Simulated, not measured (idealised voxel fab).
The document below concerns the process module designated voxel gate over fins.
Section cut is 185 nm wide and gridded with 5 nm square cells.
Cross-section layout: square cells on a grid; listed as bands, top to bottom; a band spans one or more cell rows.
Heights first: top, then bottom, in nm. Then materials, left to right, each with a width in nm. "all across" on a single material: fills the band edge to edge. "empty": empty space.
Where do heights start? At 0: under that level the wafer as delivered is made of one material only. And the lowest band has no floor; it just carries on downward, as in "top 0, no bottom".
A two-number width, for instance "30..40", indicates that the width is equal to the first number in the top row of the band and to the second number in the bottom row, and that it changes by a constant amount per row of cells.
Step marked "nothing got changed"? Then no cell in the cross-section changed in it.
Closed-off voids of 8+ cells (no open route to the top) go in "Closed-off voids", written width x height at distance from the left edge, in nm.
On each step's line, the part that comes after the settings is the simulator's own comment on the step.
What "overlay nm" on a step's line means: if the step has a mask, that mask lay this far to the right of its planned place, or, when the value is negative, to the left.

[Below is the list of planned process steps]
step 1: RECEIVE | material Si
step 2: CONFORMAL_DEP | material SiN | thk nm 5
step 3: DIRECTIONAL_DEP | material aC | thk nm 15
step 4: PATTERN | tone cover | mask id FINS | material resist | width nm 15 | pitch nm 35 | thk nm 30 | overlay nm 0
step 5: DIRECTIONAL_ETCH | etch materials aC | depth nm 5
step 6: STRIP | etch materials resist
step 7: DIRECTIONAL_ETCH | etch materials SiN | depth nm 5
step 8: DIRECTIONAL_ETCH | etch materials Si | depth nm 30
step 9: STRIP | etch materials aC
step 10: OXIDIZE | depth nm 5
step 11: FILL_DEP | material SiO2 | thk nm 15
step 12: CMP | height nm 5
step 13: SELECTIVE_ETCH | etch materials SiO2 | depth nm 15
step 14: STRIP | etch materials SiN
step 15: CONFORMAL_DEP | material HfO2 | thk nm 5
step 16: CONFORMAL_DEP | material TiN | thk nm 5
step 17: CONFORMAL_DEP | material TiAl | thk nm 5
step 18: CONFORMAL_DEP | material TiN | thk nm 5
step 19: FILL_DEP | material W | thk nm 10
step 20: CMP | height nm 25
step 21: CONFORMAL_DEP | material SiCN | thk nm 5
Wafers differ in depth nm at step 5; plan lists the first wafer's value; identical starting state.

[Cross-section of the first of several received wafers, showing its state after step 1]
top 0, no bottom = Si all across
Closed-off voids: none

[The table below has one row for each wafer; a row shows, as of the end of the module, how many cells of each material the wafer has gained, marked (+), or lost, marked (-), since it was received, and then the wafer's closed voids]
depth nm 5 | +37 HfO2 | +37 SiCN | +37 TiAl | +74 TiN | +37 W | Closed-off voids: none
depth nm 10 | +37 HfO2 | +37 SiCN | +37 TiAl | +74 TiN | +37 W | Closed-off voids: none
depth nm 15 | +53 HfO2 | -231 Si | +37 SiCN | +165 SiO2 | +53 TiAl | +94 TiN | +51 W | Closed-off voids: none
depth nm 20 | +53 HfO2 | -231 Si | +37 SiCN | +165 SiO2 | +53 TiAl | +94 TiN | +51 W | Closed-off voids: none
depth nm 25 | +53 HfO2 | -231 Si | +37 SiCN | +165 SiO2 | +53 TiAl | +94 TiN | +51 W | Closed-off voids: none
depth nm 30 | +53 HfO2 | -231 Si | +37 SiCN | +165 SiO2 | +53 TiAl | +94 TiN | +51 W | Closed-off voids: none
